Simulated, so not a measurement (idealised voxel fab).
Process module heading - voxel self aligned vias
Xsec cut, 255 nm wide, square cell size 5 nm.
A cross-section is a grid of square cells, given in bands from the top down. A band is one or more rows of cells.
A band entry consists of two parts. The first gives the height of the band's top and the height of its bottom, in nm. The rest lists the band's materials from left to right, each with its width in nm. A single material labelled with the word "all across" fills the band from edge to edge, and the word "empty" marks empty space.
Ref level 0: as-received wafer is one material below here. Bottom band extends down with no lower bound ("0 -> down").
A width given as "30->40" starts at the first number in the band's top row and ends at the second number in its bottom row, shifting by an equal amount at every step from row to row.
"no modification" after a step means that no cell of the cross-section changed.
What "Fully sealed voids" gives you is every empty space of 8 cells or more that is cut off from the top. Each appears as width x height at distance, with the distance taken from the left edge and width, height and distance all in nm.
On a step's line, text after the settings is the simulator commenting on that step.
The setting "overlay nm" may be written on the line of a step. When the step uses a mask, the value reports how far to the right of the planned place the mask lay, and a negative value reports that it lay to the left.
List of planned process steps:
1: RECEIVE,material Si
2: CONFORMAL_DEP,material SiO2,thk nm 10
3: CONFORMAL_DEP,material SiCN,thk nm 5
4: DIRECTIONAL_DEP,material SiO2,thk nm 25
5: DIRECTIONAL_DEP,material aC,thk nm 15
6: PATTERN,tone open,mask id LINES,material resist,width nm 25,pitch nm 75,thk nm 30,overlay nm 0
7: DIRECTIONAL_ETCH,etch materials aC,depth nm 15
8: STRIP,etch materials resist
9: DIRECTIONAL_ETCH,etch materials SiO2,depth nm 25
10: STRIP,etch materials aC
11: CONFORMAL_DEP,material TiN,thk nm 5
12: FILL_DEP,material Ru,thk nm 5
13: CMP,height nm 40
14: SELECTIVE_ETCH,etch materials W Ru TiN,depth nm 10
15: FILL_DEP,material SiN,thk nm 5
16: CMP,height nm 40
17: DIRECTIONAL_DEP,material SiO2,thk nm 15
18: PATTERN,tone open,mask id VIAS,material resist,width nm 45,pitch nm 150,thk nm 15,overlay nm 0
19: DIRECTIONAL_ETCH,etch materials SiO2,depth nm 15
20: DIRECTIONAL_ETCH,etch materials SiN,depth nm 10
21: STRIP,etch materials resist
22: CONFORMAL_DEP,material TiN,thk nm 5
23: FILL_DEP,material Cu,thk nm 10
24: CMP,height nm 55
25: CONFORMAL_DEP,material SiN,thk nm 5
This is the cross-section of the wafer as we received it, i.e. after step 1:
    0 -> down: Si all across
    Fully sealed voids: none
As-planned run: cross-section of the first of two wafers at end of module:
    60 -> 55: SiN all across
    55 -> 45: SiO2=30, then TiN=5, then Cu=35, then TiN=5, then SiO2=105, then TiN=5, then Cu=35, then TiN=5, then SiO2=30
    45 -> 40: SiO2=30, then TiN=15, then Cu=15, then TiN=15, then SiO2=105, then TiN=15, then Cu=15, then TiN=15, then SiO2=30
    40 -> 35: SiO2=40, then TiN=5, then Cu=15, then TiN=5, then SiO2=50, then SiN=25, then SiO2=50, then TiN=5, then Cu=15, then TiN=5, then SiO2=40
    35 -> 30: SiO2=40, then TiN=25, then SiO2=50, then SiN=25, then SiO2=50, then TiN=25, then SiO2=40
    30 -> 20: SiO2=40, then TiN=5, then Ru=15, then TiN=5, then SiO2=50, then TiN=5, then Ru=15, then TiN=5, then SiO2=50, then TiN=5, then Ru=15, then TiN=5, then SiO2=40
    20 -> 15: SiO2=40, then TiN=25, then SiO2=50, then TiN=25, then SiO2=50, then TiN=25, then SiO2=40
    15 -> 10: SiCN all across
    10 -> 0: SiO2 all across
    0 -> down: Si all across
    Fully sealed voids: none
Second wafer cross-section at end of module - shared start and plan with the first, one mistake in the run:
    60 -> 55: SiN all across
    55 -> 40: SiO2=30, then TiN=5, then Cu=35, then TiN=5, then SiO2=105, then TiN=5, then Cu=35, then TiN=5, then SiO2=30
    40 -> 35: SiO2=30, then TiN=5, then Cu=35, then TiN=5, then SiO2=40, then SiN=25, then SiO2=40, then TiN=5, then Cu=35, then TiN=5, then SiO2=30
    35 -> 30: SiO2=30, then TiN=45, then SiO2=40, then SiN=25, then SiO2=40, then TiN=45, then SiO2=30
    30 -> 20: SiO2=30->40, then TiN=15->5, then Ru=15, then TiN=15->5, then SiO2=40->50, then TiN=5, then Ru=15, then TiN=5, then SiO2=40->50, then TiN=15->5, then Ru=15, then TiN=15->5, then SiO2=30->40
    20 -> 15: SiO2=40, then TiN=25, then SiO2=50, then TiN=25, then SiO2=50, then TiN=25, then SiO2=40
    15 -> 10: SiCN all across
    10 -> 0: SiO2 all across
    0 -> down: Si all across
    Fully sealed voids: none
In executing the process, a mistake was made relative to the plan: step 19 of the plan was performed twice
Wrapping up, a cell-based count of both wafers puts the second over or under the first for these materials: 16 more of Cu; 24 fewer of SiO2; 8 more of TiN
